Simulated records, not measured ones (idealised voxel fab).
This is a process module. Its name is voxel quadruple lines.
cross-section cut | 275 nm wide | cells 5 nm
Notation: cross-section as square-cell grid; stated in bands, top first, going down; one or more cell rows per band. It is stipulated that each band's entry specify, in nanometres, the height of the top of the band and then that of its bottom, followed by the materials of the band in left-to-right sequence, each together with its width in nanometres. A single material marked by the word "all across" is understood to fill the band from edge to edge; the word "blank" is understood to denote empty space. It should be noted that heights are counted from 0, beneath which the wafer as supplied is of one material throughout, and that the lowest band possesses no lower boundary but continues downward, as written in "0..down". The notation "30->40" denotes a width that varies across the rows of cells in the band, beginning at the first number in the top row, finishing at the second number in the bottom row, and changing by an identical amount from each row to the next. Where the words "nothing different" appear for a step, the cross-section shows no cell changed by that step; every cell remained as before. Voids not open to the top, 8 cells minimum: see "Enclosed void listing". Written width x height at distance; distance is from the left edge; nm. Anything after a step's settings on that line? It's the simulator's own note about the step. "overlay nm", when on a step's line for a step with a mask, measures how far to the right of its planned place the mask lay; a negative measure means to the left.

List of planned process steps
1. RECEIVE, material Si
2. CONFORMAL_DEP, material SiO2, thk nm 10
3. DIRECTIONAL_DEP, material W, thk nm 10
4. DIRECTIONAL_DEP, material polySi, thk nm 15
5. DIRECTIONAL_DEP, material aC, thk nm 25
6. PATTERN, tone cover, mask id MANDREL, material resist, width nm 30, thk nm 35, overlay nm 0
7. DIRECTIONAL_ETCH, etch materials aC, depth nm 25
8. STRIP, etch materials resist
9. CONFORMAL_DEP, material SiO2, thk nm 10
10. DIRECTIONAL_ETCH, etch materials SiO2, depth nm 10
11. STRIP, etch materials aC
12. DIRECTIONAL_ETCH, etch materials polySi, depth nm 15
13. STRIP, etch materials SiO2
14. CONFORMAL_DEP, material SiCN, thk nm 10
15. DIRECTIONAL_ETCH, etch materials SiCN, depth nm 10
16. STRIP, etch materials polySi
17. DIRECTIONAL_ETCH, etch materials W, depth nm 10
18. STRIP, etch materials SiCN

First of the two wafers, run per plan

As received, after step 1
    0..down: Si all across
    Enclosed void listing: none

How the wafer stands in section after step 2
    10..0: SiO2 all across
    Under 0: no change, same as before.

How the wafer stands in section after step 3
    20..10: W all across
    Under 10: no change, same as before.

How the wafer stands in section after step 4
    35..20: polySi all across
    Under 20: no change, same as before.

How the wafer stands in section after step 5
    60..35: aC all across
    Under 35: no change, same as before.

How the wafer stands in section after step 6
    95..60: blank 120 nm, resist 30 nm, blank 125 nm
    Under 60: no change, same as before.

How the wafer stands in section after step 7
    70..60: blank 120 nm, resist 30 nm, blank 125 nm
    60..35: blank 120 nm, aC 30 nm, blank 125 nm
    Under 35: no change, same as before.

How the wafer stands in section after step 8
    60..35: blank 120 nm, aC 30 nm, blank 125 nm
    Under 35: no change, same as before.

How the wafer stands in section after step 9
    70..60: blank 110 nm, SiO2 50 nm, blank 115 nm
    60..45: blank 110 nm, SiO2 10 nm, aC 30 nm, SiO2 10 nm, blank 115 nm
    45..35: SiO2 120 nm, aC 30 nm, SiO2 125 nm
    Under 35: no change, same as before.

How the wafer stands in section after step 10
    60..35: blank 110 nm, SiO2 10 nm, aC 30 nm, SiO2 10 nm, blank 115 nm
    Under 35: no change, same as before.

How the wafer stands in section after step 11
    60..35: blank 110 nm, SiO2 10 nm, blank 30 nm, SiO2 10 nm, blank 115 nm
    Under 35: no change, same as before.

How the wafer stands in section after step 12
    60..35: blank 110 nm, SiO2 10 nm, blank 30 nm, SiO2 10 nm, blank 115 nm
    35..20: blank 110 nm, polySi 10 nm, blank 30 nm, polySi 10 nm, blank 115 nm
    Under 20: no change, same as before.

How the wafer stands in section after step 13
    35..20: blank 110 nm, polySi 10 nm, blank 30 nm, polySi 10 nm, blank 115 nm
    Under 20: no change, same as before.

How the wafer stands in section after step 14
    45..35: blank 100 nm, SiCN 30 nm, blank 10 nm, SiCN 30 nm, blank 105 nm
    35..30: blank 100 nm, SiCN 10 nm, polySi 10 nm, SiCN 10 nm, blank 10 nm, SiCN 10 nm, polySi 10 nm, SiCN 10 nm, blank 105 nm
    30..20: SiCN 110 nm, polySi 10 nm, SiCN 30 nm, polySi 10 nm, SiCN 115 nm
    Under 20: no change, same as before.

How the wafer stands in section after step 15
    35..20: blank 100 nm, SiCN 10 nm, polySi 10 nm, SiCN 10 nm, blank 10 nm, SiCN 10 nm, polySi 10 nm, SiCN 10 nm, blank 105 nm
    Under 20: no change, same as before.

How the wafer stands in section after step 16
    35..20: blank 100 nm, SiCN 10 nm, blank 10 nm, SiCN 10 nm, blank 10 nm, SiCN 10 nm, blank 10 nm, SiCN 10 nm, blank 105 nm
    Under 20: no change, same as before.

How the wafer stands in section after step 17
    35..20: blank 100 nm, SiCN 10 nm, blank 10 nm, SiCN 10 nm, blank 10 nm, SiCN 10 nm, blank 10 nm, SiCN 10 nm, blank 105 nm
    20..10: blank 100 nm, W 10 nm, blank 10 nm, W 10 nm, blank 10 nm, W 10 nm, blank 10 nm, W 10 nm, blank 105 nm
    Under 10: no change, same as before.

How the wafer stands in section after step 18
    20..10: blank 100 nm, W 10 nm, blank 10 nm, W 10 nm, blank 10 nm, W 10 nm, blank 10 nm, W 10 nm, blank 105 nm
    Under 10: no change, same as before.

Notes, second wafer: start = first wafer's, plan = first wafer's, execution had one mistake; history identical to first through step 5

Cross-section: second wafer, time at which step 6 was scheduled to end
    95..60: blank 115 nm, resist 30 nm, blank 130 nm
    Under 60: no change, same as before.

Cross-section: second wafer, time at which step 7 was scheduled to end
    70..60: blank 115 nm, resist 30 nm, blank 130 nm
    60..35: blank 115 nm, aC 30 nm, blank 130 nm
    Under 35: no change, same as before.

Cross-section: second wafer, time at which step 8 was scheduled to end
    60..35: blank 115 nm, aC 30 nm, blank 130 nm
    Under 35: no change, same as before.

Cross-section: second wafer, time at which step 9 was scheduled to end
    70..60: blank 105 nm, SiO2 50 nm, blank 120 nm
    60..45: blank 105 nm, SiO2 10 nm, aC 30 nm, SiO2 10 nm, blank 120 nm
    45..35: SiO2 115 nm, aC 30 nm, SiO2 130 nm
    Under 35: no change, same as before.

Cross-section: second wafer, time at which step 10 was scheduled to end
    60..35: blank 105 nm, SiO2 10 nm, aC 30 nm, SiO2 10 nm, blank 120 nm
    Under 35: no change, same as before.

Cross-section: second wafer, time at which step 11 was scheduled to end
    60..35: blank 105 nm, SiO2 10 nm, blank 30 nm, SiO2 10 nm, blank 120 nm
    Under 35: no change, same as before.

Cross-section: second wafer, time at which step 12 was scheduled to end
    60..35: blank 105 nm, SiO2 10 nm, blank 30 nm, SiO2 10 nm, blank 120 nm
    35..20: blank 105 nm, polySi 10 nm, blank 30 nm, polySi 10 nm, blank 120 nm
    Under 20: no change, same as before.

Cross-section: second wafer, time at which step 13 was scheduled to end
    35..20: blank 105 nm, polySi 10 nm, blank 30 nm, polySi 10 nm, blank 120 nm
    Under 20: no change, same as before.

Cross-section: second wafer, time at which step 14 was scheduled to end
    45..35: blank 95 nm, SiCN 30 nm, blank 10 nm, SiCN 30 nm, blank 110 nm
    35..30: blank 95 nm, SiCN 10 nm, polySi 10 nm, SiCN 10 nm, blank 10 nm, SiCN 10 nm, polySi 10 nm, SiCN 10 nm, blank 110 nm
    30..20: SiCN 105 nm, polySi 10 nm, SiCN 30 nm, polySi 10 nm, SiCN 120 nm
    Under 20: no change, same as before.

Cross-section: second wafer, time at which step 15 was scheduled to end
    35..20: blank 95 nm, SiCN 10 nm, polySi 10 nm, SiCN 10 nm, blank 10 nm, SiCN 10 nm, polySi 10 nm, SiCN 10 nm, blank 110 nm
    Under 20: no change, same as before.

Cross-section: second wafer, time at which step 16 was scheduled to end
    35..20: blank 95 nm, SiCN 10 nm, blank 10 nm, SiCN 10 nm, blank 10 nm, SiCN 10 nm, blank 10 nm, SiCN 10 nm, blank 110 nm
    Under 20: no change, same as before.

Cross-section: second wafer, time at which step 17 was scheduled to end
    35..20: blank 95 nm, SiCN 10 nm, blank 10 nm, SiCN 10 nm, blank 10 nm, SiCN 10 nm, blank 10 nm, SiCN 10 nm, blank 110 nm
    20..10: blank 95 nm, W 10 nm, blank 10 nm, W 10 nm, blank 10 nm, W 10 nm, blank 10 nm, W 10 nm, blank 110 nm
    Under 10: no change, same as before.

Cross-section: second wafer, time at which step 18 was scheduled to end
    20..10: blank 95 nm, W 10 nm, blank 10 nm, W 10 nm, blank 10 nm, W 10 nm, blank 10 nm, W 10 nm, blank 110 nm
    Under 10: no change, same as before.
Here's what went sideways: for step 6, the planned setting was not used; the step was instead run as PATTERN, tone cover, mask id MANDREL, material resist, width nm 30, thk nm 35, overlay nm -5
Final state: per-material cell counts identical on both wafers; locations differ.
